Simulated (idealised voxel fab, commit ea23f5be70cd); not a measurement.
process module | voxel transistor to metal
cross-section cut | 215 nm wide | cells 5 nm
A cross-section is a grid of square cells, given in bands from the top down. A band is one or more rows of cells.
Each band's line starts with the height of the band's top and of its bottom, in nm. Then come its materials from left to right, each with its width in nm. One material with "throughout" fills the band from edge to edge. "air" is empty space.
Height 0 is the level under which the wafer as received is all one material. The lowest band goes on downwards, as in "0 down".
A width such as "30 to 40" changes by the same amount from each row of cells to the next, from the band's top row to its bottom row.
"no change" after a step means that no cell of the cross-section changed.
closed voids: empty space of 8 cells or more with no open way to the top, each as width x height at its distance from the left edge, in nm
after a step's settings: what the simulator itself notes on the step
overlay nm, on a step with a mask: how far to the right of its planned place the mask lay; to the left if negative
plan
1 op RECEIVE | material Si
2 op OXIDIZE | depth nm 5
3 op CONFORMAL_DEP | material SiN | thk nm 10
4 op DIRECTIONAL_DEP | material aC | thk nm 15
5 op PATTERN | tone cover | mask id ACTIVE | material resist | width nm 115 | thk nm 35 | overlay nm 0
6 op DIRECTIONAL_ETCH | etch materials aC | depth nm 15
7 op STRIP | etch materials resist
8 op DIRECTIONAL_ETCH | etch materials SiN | depth nm 10
9 op DIRECTIONAL_ETCH | etch materials SiO2 | depth nm 5
10 op DIRECTIONAL_ETCH | etch materials Si | depth nm 25
11 op STRIP | etch materials aC
12 op FILL_DEP | material SiO2 | thk nm 15
13 op CMP | height nm 10
14 op SELECTIVE_ETCH | etch materials SiO2 | depth nm 5
15 op STRIP | etch materials SiN
16 op SELECTIVE_ETCH | etch materials SiO2 | depth nm 5
17 op OXIDIZE | depth nm 5
18 op DIRECTIONAL_DEP | material polySi | thk nm 20
19 op DIRECTIONAL_DEP | material SiCN | thk nm 15
20 op MASKED_ETCH | tone cover | mask id GATE | width nm 25 | etch materials SiCN | depth nm 25 | overlay nm 0
21 op MASKED_ETCH | tone cover | mask id GATE | width nm 25 | etch materials polySi | depth nm 30 | overlay nm 0
22 op CONFORMAL_DEP | material SiO2 | thk nm 5
23 op DIRECTIONAL_ETCH | etch materials SiO2 | depth nm 5
24 op CONFORMAL_DEP | material SiN | thk nm 5
25 op DIRECTIONAL_ETCH | etch materials SiN | depth nm 5
26 op DIRECTIONAL_ETCH | etch materials SiO2 | depth nm 5
27 op DIRECTIONAL_ETCH | etch materials Si | depth nm 15
28 op EPI | material nSi | thk nm 15
29 op FILL_DEP | material SiO2 | thk nm 5
30 op CMP | height nm 30
31 op DIRECTIONAL_DEP | material SiO2 | thk nm 15
32 op PATTERN | tone open | mask id CONTACT | material resist | width nm 20 | pitch nm 75 | thk nm 15 | overlay nm 0
33 op DIRECTIONAL_ETCH | etch materials SiO2 | depth nm 40
34 op STRIP | etch materials resist
35 op CONFORMAL_DEP | material TiN | thk nm 5
36 op FILL_DEP | material Ru | thk nm 10
37 op CMP | height nm 45
38 op DIRECTIONAL_DEP | material TiN | thk nm 5
39 op DIRECTIONAL_DEP | material Ru | thk nm 15
40 op DIRECTIONAL_DEP | material aC | thk nm 10
41 op PATTERN | tone cover | mask id METAL_1 | material resist | width nm 20 | pitch nm 75 | thk nm 25 | overlay nm 0
42 op DIRECTIONAL_ETCH | etch materials aC | depth nm 10
43 op STRIP | etch materials resist
44 op DIRECTIONAL_ETCH | etch materials Ru | depth nm 15
45 op DIRECTIONAL_ETCH | etch materials TiN | depth nm 5
46 op STRIP | etch materials aC
47 op FILL_DEP | material lowk | thk nm 10
48 op CMP | height nm 65
49 op CONFORMAL_DEP | material SiN | thk nm 5
as received, after step 1
  0 down: Si throughout
  closed voids: none
a wafer at the end: this start, this plan, one mistake
  70 to 65: SiN throughout
  65 to 50: lowk 60 | Ru 20 | lowk 55 | Ru 20 | lowk 60
  50 to 45: lowk 60 | TiN 20 | lowk 55 | TiN 20 | lowk 60
  45 to 30: SiO2 55 | TiN 5 | Ru 20 | TiN 5 | SiO2 45 | TiN 5 | Ru 20 | TiN 5 | SiO2 55
  30 to 15: SiO2 55 | TiN 5 | Ru 20 | TiN 5 | SiN 5 | SiO2 5 | SiCN 25 | SiO2 5 | SiN 5 | TiN 5 | Ru 20 | TiN 5 | SiO2 55
  15 to 10: SiO2 55 | TiN 5 | Ru 20 | TiN 5 | SiN 5 | SiO2 5 | polySi 25 | SiO2 5 | SiN 5 | TiN 5 | Ru 20 | TiN 5 | SiO2 55
  10 to 5: SiO2 55 | TiN 30 | SiN 5 | SiO2 5 | polySi 25 | SiO2 5 | SiN 5 | TiN 30 | SiO2 55
  5 to 0: SiO2 50 | nSi 35 | SiN 5 | SiO2 5 | polySi 25 | SiO2 5 | SiN 5 | nSi 35 | SiO2 50
  0 to -5: SiO2 50 | SiN 5 | nSi 30 | SiN 5 | SiO2 5 | polySi 25 | SiO2 5 | SiN 5 | nSi 30 | SiN 5 | SiO2 50
  -5 to -10: SiO2 55 | nSi 30 | SiO2 45 | nSi 30 | SiO2 55
  -10 to -25: SiO2 50 | Si 5 | nSi 30 | Si 45 | nSi 30 | Si 5 | SiO2 50
  -25 to -30: SiO2 50 | Si 115 | SiO2 50
  -30 down: Si throughout
  closed voids: none
what went wrong: step 32 ran as: op PATTERN | tone open | mask id CONTACT | material resist | width nm 30 | pitch nm 75 | thk nm 15 | overlay nm 0
